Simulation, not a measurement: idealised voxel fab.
process module | voxel ribs on slabs
cross-section cut | 205 nm wide | cells 5 nm
A cross-section is a grid of square cells, given in bands from the top down. A band is one or more rows of cells.
Each band's line starts with the height of the band's top and of its bottom, in nm. Then come its materials from left to right, each with its width in nm. One material with "throughout" fills the band from edge to edge. "air" is empty space.
Height 0 is the level under which the wafer as received is all one material. The lowest band goes on downwards, as in "0 down".
A width such as "30 to 40" changes by the same amount from each row of cells to the next, from the band's top row to its bottom row.
"no change" after a step means that no cell of the cross-section changed.
closed voids: empty space of 8 cells or more with no open way to the top, each as width x height at its distance from the left edge, in nm
after a step's settings: what the simulator itself notes on the step
overlay nm, on a step with a mask: how far to the right of its planned place the mask lay; to the left if negative
plan
1 op RECEIVE | material Si
2 op DIRECTIONAL_DEP | material SiO2 | thk nm 20
3 op DIRECTIONAL_DEP | material SiN | thk nm 25
4 op DIRECTIONAL_DEP | material aC | thk nm 10
5 op PATTERN | tone cover | mask id RIB | material resist | width nm 20 | thk nm 25 | overlay nm 0
6 op DIRECTIONAL_ETCH | etch materials aC | depth nm 10
7 op STRIP | etch materials resist
8 op DIRECTIONAL_ETCH | etch materials SiN | depth nm 5
9 op STRIP | etch materials aC
10 op MASKED_ETCH | tone cover | mask id SLAB | width nm 70 | etch materials SiN | depth nm 10 | overlay nm 0
11 op FILL_DEP | material SiO2 | thk nm 20
12 op CMP | height nm 55
13 op DIRECTIONAL_DEP | material TiN | thk nm 5
14 op PATTERN | tone cover | mask id HEATER | material resist | width nm 30 | thk nm 15 | overlay nm 0
15 op DIRECTIONAL_ETCH | etch materials TiN | depth nm 5
16 op STRIP | etch materials resist
17 op CONFORMAL_DEP | material SiN | thk nm 10
varied across the wafers: depth nm of step 8. The plan shows the first wafer's value. All wafers start alike
first wafer as received, after step 1
  0 down: Si throughout
  closed voids: none
each wafer at the end: cells of each material gained (+) or lost (-) since it was received, then its closed voids
depth nm 5 | +200 SiN | +337 SiO2 | +6 TiN | closed voids: none
depth nm 10 | +163 SiN | +374 SiO2 | +6 TiN | closed voids: none
depth nm 15 | +126 SiN | +411 SiO2 | +6 TiN | closed voids: none
depth nm 20 | +116 SiN | +421 SiO2 | +6 TiN | closed voids: none
depth nm 25 | +106 SiN | +431 SiO2 | +6 TiN | closed voids: none
depth nm 30 | +106 SiN | +431 SiO2 | +6 TiN | closed voids: none
